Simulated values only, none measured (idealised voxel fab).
Module name: voxel gate over fins (process module)
Cross-section cut: width 190 nm, square cells of 5 nm.
Cross-sections here: square-cell grids, written as top-down lists of bands, a band being one or more rows of cells. Band: top and bottom heights (nm) first, top before bottom; then materials from left to right, widths in nm. "full width" marks a sole material filling the band edge to edge. "air" denotes empty space. For the purposes of this specification, 0 denotes the height below which the wafer in its as-received condition is composed wholly of one material, and the lowermost band, lacking a lower limit, extends downward without end, as expressed in "0 nm and below". The notation "30->40" denotes a width that varies across the rows of cells in the band, beginning at the first number in the top row, finishing at the second number in the bottom row, and changing by an identical amount from each row to the next. The designation "no change occurred", where it is given for a processing step, indicates that no cell of the cross-section was altered in the course of that step. Any empty space of 8 cells or more lacking an open way to the top shows up in "Enclosed void entries" as width x height at distance, distance from the left edge, in nm. Note: text after step settings on the step line = simulator remark on that step. When a step includes a mask, the "overlay nm" setting on its line states how far to the right of its planned place that mask lay, and negative values state how far to the left.

-- So here's the lineup of process steps we planned
| 1 | RECEIVE | material Si |
| 2 | CONFORMAL_DEP | material SiN | thk nm 5 |
| 3 | MASKED_ETCH | tone cover | mask id FINS | width nm 15 | pitch nm 50 | etch materials SiN | depth nm 5 | overlay nm 0 |
| 4 | MASKED_ETCH | tone cover | mask id FINS | width nm 15 | pitch nm 50 | etch materials Si | depth nm 30 | overlay nm 0 |
| 5 | FILL_DEP | material SiO2 | thk nm 5 |
| 6 | CMP | height nm 5 |
| 7 | DIRECTIONAL_DEP | material aC | thk nm 15 |
| 8 | PATTERN | tone open | mask id RAIL | material resist | width nm 15 | thk nm 30 | overlay nm 0 |
| 9 | DIRECTIONAL_ETCH | etch materials aC | depth nm 15 |
| 10 | STRIP | etch materials resist |
| 11 | DIRECTIONAL_ETCH | etch materials SiO2 | depth nm 30 |
| 12 | STRIP | etch materials aC |
| 13 | CONFORMAL_DEP | material TiN | thk nm 5 |
| 14 | FILL_DEP | material W | thk nm 5 |
| 15 | CMP | height nm 5 |
| 16 | SELECTIVE_ETCH | etch materials W Ru TiN | depth nm 25 |
| 17 | FILL_DEP | material SiO2 | thk nm 5 |
| 18 | CMP | height nm 5 |
| 19 | SELECTIVE_ETCH | etch materials SiO2 | depth nm 15 |
| 20 | STRIP | etch materials SiN |
| 21 | CONFORMAL_DEP | material HfO2 | thk nm 5 |
| 22 | CONFORMAL_DEP | material TiN | thk nm 5 |
| 23 | FILL_DEP | material W | thk nm 15 |
| 24 | CMP | height nm 20 |
| 25 | CONFORMAL_DEP | material SiCN | thk nm 5 |

-- first wafer, as planned

-- Delivered wafer in cross-section: state after step 1
> 0 nm and below = Si full width
> Enclosed void entries: none

-- State of the wafer after step 2, shown in cross-section
> 5 nm to 0 nm = SiN full width
> Anything lower than 0 is untouched.

-- State of the wafer after step 3, shown in cross-section
> 5 nm to 0 nm = air (35), SiN (15), air (35), SiN (15), air (35), SiN (15), air (40)
> Anything lower than 0 is untouched.

-- State of the wafer after step 4, shown in cross-section
> 5 nm to 0 nm = air (35), SiN (15), air (35), SiN (15), air (35), SiN (15), air (40)
> 0 nm to -30 nm = air (35), Si (15), air (35), Si (15), air (35), Si (15), air (40)
> Anything lower than -30 is untouched.

-- State of the wafer after step 5, shown in cross-section
> 10 nm to 5 nm = SiO2 full width
> 5 nm to 0 nm = SiO2 (35), SiN (15), SiO2 (35), SiN (15), SiO2 (35), SiN (15), SiO2 (40)
> 0 nm to -30 nm = SiO2 (35), Si (15), SiO2 (35), Si (15), SiO2 (35), Si (15), SiO2 (40)
> Anything lower than -30 is untouched.

-- State of the wafer after step 6, shown in cross-section
> 5 nm to 0 nm = SiO2 (35), SiN (15), SiO2 (35), SiN (15), SiO2 (35), SiN (15), SiO2 (40)
> Anything lower than 0 is untouched.

-- State of the wafer after step 7, shown in cross-section
> 20 nm to 5 nm = aC full width
> Anything lower than 5 is untouched.

-- State of the wafer after step 8, shown in cross-section
> 50 nm to 20 nm = resist (60), air (15), resist (115)
> Anything lower than 20 is untouched.

-- State of the wafer after step 9, shown in cross-section
> 35 nm to 20 nm = resist (60), air (15), resist (115)
> 20 nm to 5 nm = aC (60), air (15), aC (115)
> Anything lower than 5 is untouched.

-- State of the wafer after step 10, shown in cross-section
> 20 nm to 5 nm = aC (60), air (15), aC (115)
> Anything lower than 5 is untouched.

-- State of the wafer after step 11, shown in cross-section
> 20 nm to 5 nm = aC (60), air (15), aC (115)
> 5 nm to 0 nm = SiO2 (35), SiN (15), SiO2 (10), air (15), SiO2 (10), SiN (15), SiO2 (35), SiN (15), SiO2 (40)
> 0 nm to -25 nm = SiO2 (35), Si (15), SiO2 (10), air (15), SiO2 (10), Si (15), SiO2 (35), Si (15), SiO2 (40)
> Anything lower than -25 is untouched.

-- State of the wafer after step 12, shown in cross-section
> 5 nm to 0 nm = SiO2 (35), SiN (15), SiO2 (10), air (15), SiO2 (10), SiN (15), SiO2 (35), SiN (15), SiO2 (40)
> Anything lower than 0 is untouched.

-- State of the wafer after step 13, shown in cross-section
> 10 nm to 5 nm = TiN (65), air (5), TiN (120)
> 5 nm to 0 nm = SiO2 (35), SiN (15), SiO2 (10), TiN (5), air (5), TiN (5), SiO2 (10), SiN (15), SiO2 (35), SiN (15), SiO2 (40)
> 0 nm to -20 nm = SiO2 (35), Si (15), SiO2 (10), TiN (5), air (5), TiN (5), SiO2 (10), Si (15), SiO2 (35), Si (15), SiO2 (40)
> -20 nm to -25 nm = SiO2 (35), Si (15), SiO2 (10), TiN (15), SiO2 (10), Si (15), SiO2 (35), Si (15), SiO2 (40)
> Anything lower than -25 is untouched.

-- State of the wafer after step 14, shown in cross-section
> 15 nm to 10 nm = W full width
> 10 nm to 5 nm = TiN (65), W (5), TiN (120)
> 5 nm to 0 nm = SiO2 (35), SiN (15), SiO2 (10), TiN (5), W (5), TiN (5), SiO2 (10), SiN (15), SiO2 (35), SiN (15), SiO2 (40)
> 0 nm to -20 nm = SiO2 (35), Si (15), SiO2 (10), TiN (5), W (5), TiN (5), SiO2 (10), Si (15), SiO2 (35), Si (15), SiO2 (40)
> Anything lower than -20 is untouched.

-- State of the wafer after step 15, shown in cross-section
> 5 nm to 0 nm = SiO2 (35), SiN (15), SiO2 (10), TiN (5), W (5), TiN (5), SiO2 (10), SiN (15), SiO2 (35), SiN (15), SiO2 (40)
> Anything lower than 0 is untouched.

-- State of the wafer after step 16, shown in cross-section
> 5 nm to 0 nm = SiO2 (35), SiN (15), SiO2 (10), air (15), SiO2 (10), SiN (15), SiO2 (35), SiN (15), SiO2 (40)
> 0 nm to -20 nm = SiO2 (35), Si (15), SiO2 (10), air (15), SiO2 (10), Si (15), SiO2 (35), Si (15), SiO2 (40)
> Anything lower than -20 is untouched.

-- State of the wafer after step 17, shown in cross-section
> 10 nm to 5 nm = SiO2 full width
> 5 nm to 0 nm = SiO2 (35), SiN (15), SiO2 (35), SiN (15), SiO2 (35), SiN (15), SiO2 (40)
> 0 nm to -20 nm = SiO2 (35), Si (15), SiO2 (35), Si (15), SiO2 (35), Si (15), SiO2 (40)
> Anything lower than -20 is untouched.

-- State of the wafer after step 18, shown in cross-section
> 5 nm to 0 nm = SiO2 (35), SiN (15), SiO2 (35), SiN (15), SiO2 (35), SiN (15), SiO2 (40)
> Anything lower than 0 is untouched.

-- State of the wafer after step 19, shown in cross-section
> 5 nm to 0 nm = air (35), SiN (15), air (35), SiN (15), air (35), SiN (15), air (40)
> 0 nm to -10 nm = air (35), Si (15), air (35), Si (15), air (35), Si (15), air (40)
> Anything lower than -10 is untouched.

-- State of the wafer after step 20, shown in cross-section
> 0 nm to -10 nm = air (35), Si (15), air (35), Si (15), air (35), Si (15), air (40)
> Anything lower than -10 is untouched.

-- State of the wafer after step 21, shown in cross-section
> 5 nm to 0 nm = air (30), HfO2 (25), air (25), HfO2 (25), air (25), HfO2 (25), air (35)
> 0 nm to -5 nm = air (30), HfO2 (5), Si (15), HfO2 (5), air (25), HfO2 (5), Si (15), HfO2 (5), air (25), HfO2 (5), Si (15), HfO2 (5), air (35)
> -5 nm to -10 nm = HfO2 (35), Si (15), HfO2 (35), Si (15), HfO2 (35), Si (15), HfO2 (40)
> Anything lower than -10 is untouched.

-- State of the wafer after step 22, shown in cross-section
> 10 nm to 5 nm = air (25), TiN (35), air (15), TiN (35), air (15), TiN (35), air (30)
> 5 nm to 0 nm = air (25), TiN (5), HfO2 (25), TiN (5), air (15), TiN (5), HfO2 (25), TiN (5), air (15), TiN (5), HfO2 (25), TiN (5), air (30)
> 0 nm to -5 nm = TiN (30), HfO2 (5), Si (15), HfO2 (5), TiN (25), HfO2 (5), Si (15), HfO2 (5), TiN (25), HfO2 (5), Si (15), HfO2 (5), TiN (35)
> Anything lower than -5 is untouched.

-- State of the wafer after step 23, shown in cross-section
> 25 nm to 10 nm = W full width
> 10 nm to 5 nm = W (25), TiN (35), W (15), TiN (35), W (15), TiN (35), W (30)
> 5 nm to 0 nm = W (25), TiN (5), HfO2 (25), TiN (5), W (15), TiN (5), HfO2 (25), TiN (5), W (15), TiN (5), HfO2 (25), TiN (5), W (30)
> Anything lower than 0 is untouched.

-- State of the wafer after step 24, shown in cross-section
> 20 nm to 10 nm = W full width
> Anything lower than 10 is untouched.

-- State of the wafer after step 25, shown in cross-section
> 25 nm to 20 nm = SiCN full width
> Anything lower than 20 is untouched.

-- Second Wafer (Identical Start and Plan, One Processing Error; Matches First Wafer Through Step 3)

-- What the second wafer looks like in cross-section when step 4 should have wrapped up
> 5 nm to 0 nm = air (35), SiN (15), air (35), SiN (15), air (35), SiN (15), air (40)
> 0 nm to -25 nm = air (35), Si (15), air (35), Si (15), air (35), Si (15), air (40)
> Anything lower than -25 is untouched.

-- What the second wafer looks like in cross-section when step 5 should have wrapped up
> 10 nm to 5 nm = SiO2 full width
> 5 nm to 0 nm = SiO2 (35), SiN (15), SiO2 (35), SiN (15), SiO2 (35), SiN (15), SiO2 (40)
> 0 nm to -25 nm = SiO2 (35), Si (15), SiO2 (35), Si (15), SiO2 (35), Si (15), SiO2 (40)
> Anything lower than -25 is untouched.

-- What the second wafer looks like in cross-section when step 6 should have wrapped up
> 5 nm to 0 nm = SiO2 (35), SiN (15), SiO2 (35), SiN (15), SiO2 (35), SiN (15), SiO2 (40)
> Anything lower than 0 is untouched.

-- What the second wafer looks like in cross-section when step 7 should have wrapped up
> 20 nm to 5 nm = aC full width
> Anything lower than 5 is untouched.

-- What the second wafer looks like in cross-section when step 8 should have wrapped up
> 50 nm to 20 nm = resist (60), air (15), resist (115)
> Anything lower than 20 is untouched.

-- What the second wafer looks like in cross-section when step 9 should have wrapped up
> 35 nm to 20 nm = resist (60), air (15), resist (115)
> 20 nm to 5 nm = aC (60), air (15), aC (115)
> Anything lower than 5 is untouched.

-- What the second wafer looks like in cross-section when step 10 should have wrapped up
> 20 nm to 5 nm = aC (60), air (15), aC (115)
> Anything lower than 5 is untouched.

-- What the second wafer looks like in cross-section when step 11 should have wrapped up
> 20 nm to 5 nm = aC (60), air (15), aC (115)
> 5 nm to 0 nm = SiO2 (35), SiN (15), SiO2 (10), air (15), SiO2 (10), SiN (15), SiO2 (35), SiN (15), SiO2 (40)
> 0 nm to -25 nm = SiO2 (35), Si (15), SiO2 (10), air (15), SiO2 (10), Si (15), SiO2 (35), Si (15), SiO2 (40)
> Anything lower than -25 is untouched.

-- What the second wafer looks like in cross-section when step 12 should have wrapped up
> 5 nm to 0 nm = SiO2 (35), SiN (15), SiO2 (10), air (15), SiO2 (10), SiN (15), SiO2 (35), SiN (15), SiO2 (40)
> Anything lower than 0 is untouched.

-- What the second wafer looks like in cross-section when step 13 should have wrapped up
> 10 nm to 5 nm = TiN (65), air (5), TiN (120)
> 5 nm to 0 nm = SiO2 (35), SiN (15), SiO2 (10), TiN (5), air (5), TiN (5), SiO2 (10), SiN (15), SiO2 (35), SiN (15), SiO2 (40)
> 0 nm to -20 nm = SiO2 (35), Si (15), SiO2 (10), TiN (5), air (5), TiN (5), SiO2 (10), Si (15), SiO2 (35), Si (15), SiO2 (40)
> -20 nm to -25 nm = SiO2 (35), Si (15), SiO2 (10), TiN (15), SiO2 (10), Si (15), SiO2 (35), Si (15), SiO2 (40)
> Anything lower than -25 is untouched.

-- What the second wafer looks like in cross-section when step 14 should have wrapped up
> 15 nm to 10 nm = W full width
> 10 nm to 5 nm = TiN (65), W (5), TiN (120)
> 5 nm to 0 nm = SiO2 (35), SiN (15), SiO2 (10), TiN (5), W (5), TiN (5), SiO2 (10), SiN (15), SiO2 (35), SiN (15), SiO2 (40)
> 0 nm to -20 nm = SiO2 (35), Si (15), SiO2 (10), TiN (5), W (5), TiN (5), SiO2 (10), Si (15), SiO2 (35), Si (15), SiO2 (40)
> Anything lower than -20 is untouched.

-- What the second wafer looks like in cross-section when step 15 should have wrapped up
> 5 nm to 0 nm = SiO2 (35), SiN (15), SiO2 (10), TiN (5), W (5), TiN (5), SiO2 (10), SiN (15), SiO2 (35), SiN (15), SiO2 (40)
> Anything lower than 0 is untouched.

-- What the second wafer looks like in cross-section when step 16 should have wrapped up
> 5 nm to 0 nm = SiO2 (35), SiN (15), SiO2 (10), air (15), SiO2 (10), SiN (15), SiO2 (35), SiN (15), SiO2 (40)
> 0 nm to -20 nm = SiO2 (35), Si (15), SiO2 (10), air (15), SiO2 (10), Si (15), SiO2 (35), Si (15), SiO2 (40)
> Anything lower than -20 is untouched.

-- What the second wafer looks like in cross-section when step 17 should have wrapped up
> 10 nm to 5 nm = SiO2 full width
> 5 nm to 0 nm = SiO2 (35), SiN (15), SiO2 (35), SiN (15), SiO2 (35), SiN (15), SiO2 (40)
> 0 nm to -20 nm = SiO2 (35), Si (15), SiO2 (35), Si (15), SiO2 (35), Si (15), SiO2 (40)
> Anything lower than -20 is untouched.

-- What the second wafer looks like in cross-section when step 18 should have wrapped up
> 5 nm to 0 nm = SiO2 (35), SiN (15), SiO2 (35), SiN (15), SiO2 (35), SiN (15), SiO2 (40)
> Anything lower than 0 is untouched.

-- What the second wafer looks like in cross-section when step 19 should have wrapped up
> 5 nm to 0 nm = air (35), SiN (15), air (35), SiN (15), air (35), SiN (15), air (40)
> 0 nm to -10 nm = air (35), Si (15), air (35), Si (15), air (35), Si (15), air (40)
> Anything lower than -10 is untouched.

-- What the second wafer looks like in cross-section when step 20 should have wrapped up
> 0 nm to -10 nm = air (35), Si (15), air (35), Si (15), air (35), Si (15), air (40)
> Anything lower than -10 is untouched.

-- What the second wafer looks like in cross-section when step 21 should have wrapped up
> 5 nm to 0 nm = air (30), HfO2 (25), air (25), HfO2 (25), air (25), HfO2 (25), air (35)
> 0 nm to -5 nm = air (30), HfO2 (5), Si (15), HfO2 (5), air (25), HfO2 (5), Si (15), HfO2 (5), air (25), HfO2 (5), Si (15), HfO2 (5), air (35)
> -5 nm to -10 nm = HfO2 (35), Si (15), HfO2 (35), Si (15), HfO2 (35), Si (15), HfO2 (40)
> Anything lower than -10 is untouched.

-- What the second wafer looks like in cross-section when step 22 should have wrapped up
> 10 nm to 5 nm = air (25), TiN (35), air (15), TiN (35), air (15), TiN (35), air (30)
> 5 nm to 0 nm = air (25), TiN (5), HfO2 (25), TiN (5), air (15), TiN (5), HfO2 (25), TiN (5), air (15), TiN (5), HfO2 (25), TiN (5), air (30)
> 0 nm to -5 nm = TiN (30), HfO2 (5), Si (15), HfO2 (5), TiN (25), HfO2 (5), Si (15), HfO2 (5), TiN (25), HfO2 (5), Si (15), HfO2 (5), TiN (35)
> Anything lower than -5 is untouched.

-- What the second wafer looks like in cross-section when step 23 should have wrapped up
> 25 nm to 10 nm = W full width
> 10 nm to 5 nm = W (25), TiN (35), W (15), TiN (35), W (15), TiN (35), W (30)
> 5 nm to 0 nm = W (25), TiN (5), HfO2 (25), TiN (5), W (15), TiN (5), HfO2 (25), TiN (5), W (15), TiN (5), HfO2 (25), TiN (5), W (30)
> Anything lower than 0 is untouched.

-- What the second wafer looks like in cross-section when step 24 should have wrapped up
> 20 nm to 10 nm = W full width
> Anything lower than 10 is untouched.

-- What the second wafer looks like in cross-section when step 25 should have wrapped up
> 25 nm to 20 nm = SiCN full width
> Anything lower than 20 is untouched.
Against the plan, the run slipped here: heads up, step 4 didn't go per plan, it actually ran as MASKED_ETCH | tone cover | mask id FINS | width nm 15 | pitch nm 50 | etch materials Si | depth nm 25 | overlay nm 0
The closing comparison, in cells, has the second wafer with more or fewer of some materials than the first: 29 more of Si, 29 fewer of SiO2
